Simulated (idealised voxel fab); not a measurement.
Process module, titled voxel double patterning
Shown is cross-section cut, with a width of 215 nm and square cells of size 5 nm.
We lay out every cross-section as a grid of square cells and spell it out in bands from the top down, where one band means one or more rows of cells. Heads up on the band format: heights come first, top then bottom, in nm. After that it's the materials left to right, each with its width in nm. A single material flagged "everywhere" fills the whole band edge to edge, and "blank" means there's empty space there. Heights are expressed relative to 0, this being the level below which the as-received wafer comprises one material exclusively. The lowest band is unbounded in the downward direction and is denoted as in "top 0, no bottom". A width such as "30 to 40" changes by the same amount from each row of cells to the next, from the band's top row to its bottom row. Reading "stayed the same" for a step: not a cell of the cross-section changed in it. Basically, "Enclosed voids" tells you about the enclosed voids: empty spaces with no open way to the top, 8 cells or bigger, each written width x height at distance, where distance is from the left edge, all in nm. Post-settings text on a step line: simulator's own remark regarding the step. overlay nm: right-of-plan distance of the mask on a masked step; negative values mean left-of-plan.

List of planned process steps
1: RECEIVE [material Si]
2: CONFORMAL_DEP [material SiO2] [thk nm 10]
3: DIRECTIONAL_DEP [material polySi] [thk nm 10]
4: DIRECTIONAL_DEP [material SiN] [thk nm 5]
5: DIRECTIONAL_DEP [material aC] [thk nm 15]
6: PATTERN [tone open] [mask id FIRST] [material resist] [width nm 15] [pitch nm 50] [thk nm 30] [overlay nm 0]
7: DIRECTIONAL_ETCH [etch materials aC] [depth nm 15]
8: STRIP [etch materials resist]
9: DIRECTIONAL_ETCH [etch materials SiN] [depth nm 5]
10: STRIP [etch materials aC]
11: MASKED_ETCH [tone open] [mask id SECOND] [width nm 15] [etch materials SiN] [depth nm 5] [overlay nm 0]
12: DIRECTIONAL_ETCH [etch materials polySi] [depth nm 10]
13: STRIP [etch materials SiN]

So, the first of our two wafers, run just as we planned it

Here's what the wafer looked like in cross-section when it arrived - that's after step 1
  top 0, no bottom: Si everywhere
  Enclosed voids: none

State of the wafer after step 2, shown in cross-section
  top 10, bottom 0: SiO2 everywhere
  At heights below 0, the structure remains unaltered.

State of the wafer after step 3, shown in cross-section
  top 20, bottom 10: polySi everywhere
  At heights below 10, the structure remains unaltered.

State of the wafer after step 4, shown in cross-section
  top 25, bottom 20: SiN everywhere
  At heights below 20, the structure remains unaltered.

State of the wafer after step 5, shown in cross-section
  top 40, bottom 25: aC everywhere
  At heights below 25, the structure remains unaltered.

State of the wafer after step 6, shown in cross-section
  top 70, bottom 40: resist 75, blank 15, resist 35, blank 15, resist 75
  At heights below 40, the structure remains unaltered.

State of the wafer after step 7, shown in cross-section
  top 55, bottom 40: resist 75, blank 15, resist 35, blank 15, resist 75
  top 40, bottom 25: aC 75, blank 15, aC 35, blank 15, aC 75
  At heights below 25, the structure remains unaltered.

State of the wafer after step 8, shown in cross-section
  top 40, bottom 25: aC 75, blank 15, aC 35, blank 15, aC 75
  At heights below 25, the structure remains unaltered.

State of the wafer after step 9, shown in cross-section
  top 40, bottom 25: aC 75, blank 15, aC 35, blank 15, aC 75
  top 25, bottom 20: SiN 75, blank 15, SiN 35, blank 15, SiN 75
  At heights below 20, the structure remains unaltered.

State of the wafer after step 10, shown in cross-section
  top 25, bottom 20: SiN 75, blank 15, SiN 35, blank 15, SiN 75
  At heights below 20, the structure remains unaltered.

State of the wafer after step 11, shown in cross-section
  top 25, bottom 20: SiN 75, blank 15, SiN 10, blank 15, SiN 10, blank 15, SiN 75
  At heights below 20, the structure remains unaltered.

State of the wafer after step 12, shown in cross-section
  top 25, bottom 20: SiN 75, blank 15, SiN 10, blank 15, SiN 10, blank 15, SiN 75
  top 20, bottom 10: polySi 75, blank 15, polySi 10, blank 15, polySi 10, blank 15, polySi 75
  At heights below 10, the structure remains unaltered.

State of the wafer after step 13, shown in cross-section
  top 20, bottom 10: polySi 75, blank 15, polySi 10, blank 15, polySi 10, blank 15, polySi 75
  At heights below 10, the structure remains unaltered.

Second wafer, same starting state and plan as the first, one mistake in the run, identical through step 3

Second wafer profile in section, at the moment step 4 of the plan was meant to be complete
  top 25, bottom 10: polySi everywhere
  At heights below 10, the structure remains unaltered.

Second wafer profile in section, at the moment step 5 of the plan was meant to be complete
  top 40, bottom 25: aC everywhere
  At heights below 25, the structure remains unaltered.

Second wafer profile in section, at the moment step 6 of the plan was meant to be complete
  top 70, bottom 40: resist 75, blank 15, resist 35, blank 15, resist 75
  At heights below 40, the structure remains unaltered.

Second wafer profile in section, at the moment step 7 of the plan was meant to be complete
  top 55, bottom 40: resist 75, blank 15, resist 35, blank 15, resist 75
  top 40, bottom 25: aC 75, blank 15, aC 35, blank 15, aC 75
  At heights below 25, the structure remains unaltered.

Second wafer profile in section, at the moment step 8 of the plan was meant to be complete
  top 40, bottom 25: aC 75, blank 15, aC 35, blank 15, aC 75
  At heights below 25, the structure remains unaltered.

Second wafer profile in section, at the moment step 9 of the plan was meant to be complete: stayed the same

Second wafer profile in section, at the moment step 10 of the plan was meant to be complete
  top 25, bottom 10: polySi everywhere
  At heights below 10, the structure remains unaltered.

Second wafer profile in section, at the moment step 11 of the plan was meant to be complete: stayed the same

Second wafer profile in section, at the moment step 12 of the plan was meant to be complete
  top 15, bottom 10: polySi everywhere
  At heights below 10, the structure remains unaltered.

Second wafer profile in section, at the moment step 13 of the plan was meant to be complete: stayed the same
What broke from the plan during processing? step 4 was not run as planned; what actually ran was DIRECTIONAL_DEP [material polySi] [thk nm 5]
Per the end-of-run cell counts, the second wafer holds more or fewer of some materials than the first: polySi -25
